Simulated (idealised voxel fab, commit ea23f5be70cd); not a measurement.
The process module presented herein is designated voxel air gaps.
cross-section cut | 175 nm wide | cells 5 nm
We lay out every cross-section as a grid of square cells and spell it out in bands from the top down, where one band means one or more rows of cells. Band: top height; bottom height; in nm. Then, left to right: material with width in nm, for each material. "everywhere": a single material spanning edge to edge. "air": empty space. Height is counted from the level 0, under which the received wafer is composed throughout of one material. The lowest of the bands is not closed at the bottom but continues downward, in the notation "0 and below". Width spec "30->40" -> top row of cells at first value, bottom row at second value, equal per-row change in between. Where the words "nothing altered" appear for a step, the cross-section shows no cell changed by that step; every cell remained as before. For the entry "Unvented cavities", the listed items are empty spaces with no open way to the top whose size is 8 cells or more; each item follows the pattern width x height at distance, where distance is from the left edge and all three are in nm. after a step's settings: what the simulator itself notes on the step. overlay nm: for a step with a mask, the amount by which the mask lay right of where it was planned; a negative amount means left of it.
## Planned step list for the process
1: RECEIVE with material Si
2: CONFORMAL_DEP with material SiO2, thk nm 10
3: CONFORMAL_DEP with material SiN, thk nm 5
4: DIRECTIONAL_DEP with material SiO2, thk nm 35
5: DIRECTIONAL_DEP with material aC, thk nm 15
6: PATTERN with tone open, mask id LINES, material resist, width nm 25, pitch nm 50, thk nm 30, overlay nm 0
7: DIRECTIONAL_ETCH with etch materials aC, depth nm 15
8: STRIP with etch materials resist
9: DIRECTIONAL_ETCH with etch materials SiO2, depth nm 35
10: STRIP with etch materials aC
11: CONFORMAL_DEP with material TiN, thk nm 5
12: FILL_DEP with material Cu, thk nm 5
13: CMP with height nm 50
14: EPI with material Ru, thk nm 10
15: SELECTIVE_ETCH with etch materials SiO2, depth nm 45
16: CONFORMAL_DEP with material SiN, thk nm 5
## Cross-section of the wafer upon arrival, representing the state reached after step 1
	0 and below  Si everywhere
	Unvented cavities: none
## Result of the module, cross-sectioned: start per above, plan per above, one error in how it was run
	75 down to 70  SiN everywhere
	70 down to 50  5 SiN, then 165 Ru, then 5 SiN
	50 down to 45  25 SiN, then 5 TiN, then 15 Cu, then 5 TiN, then 25 SiO2, then 5 TiN, then 15 Cu, then 5 TiN, then 25 SiO2, then 5 TiN, then 15 Cu, then 5 TiN, then 25 SiN
	45 down to 20  20 air, then 5 SiN, then 5 TiN, then 15 Cu, then 5 TiN, then 25 SiO2, then 5 TiN, then 15 Cu, then 5 TiN, then 25 SiO2, then 5 TiN, then 15 Cu, then 5 TiN, then 5 SiN, then 20 air
	20 down to 15  25 SiN, then 25 TiN, then 25 SiO2, then 25 TiN, then 25 SiO2, then 25 TiN, then 25 SiN
	15 down to 10  SiN everywhere
	10 down to 0  SiO2 everywhere
	0 and below  Si everywhere
	Unvented cavities: 20 x 25 at 0; 20 x 25 at 155
It is concluded that the wafer was processed incorrectly with respect to the plan, in that step 14 in the plan was executed twice
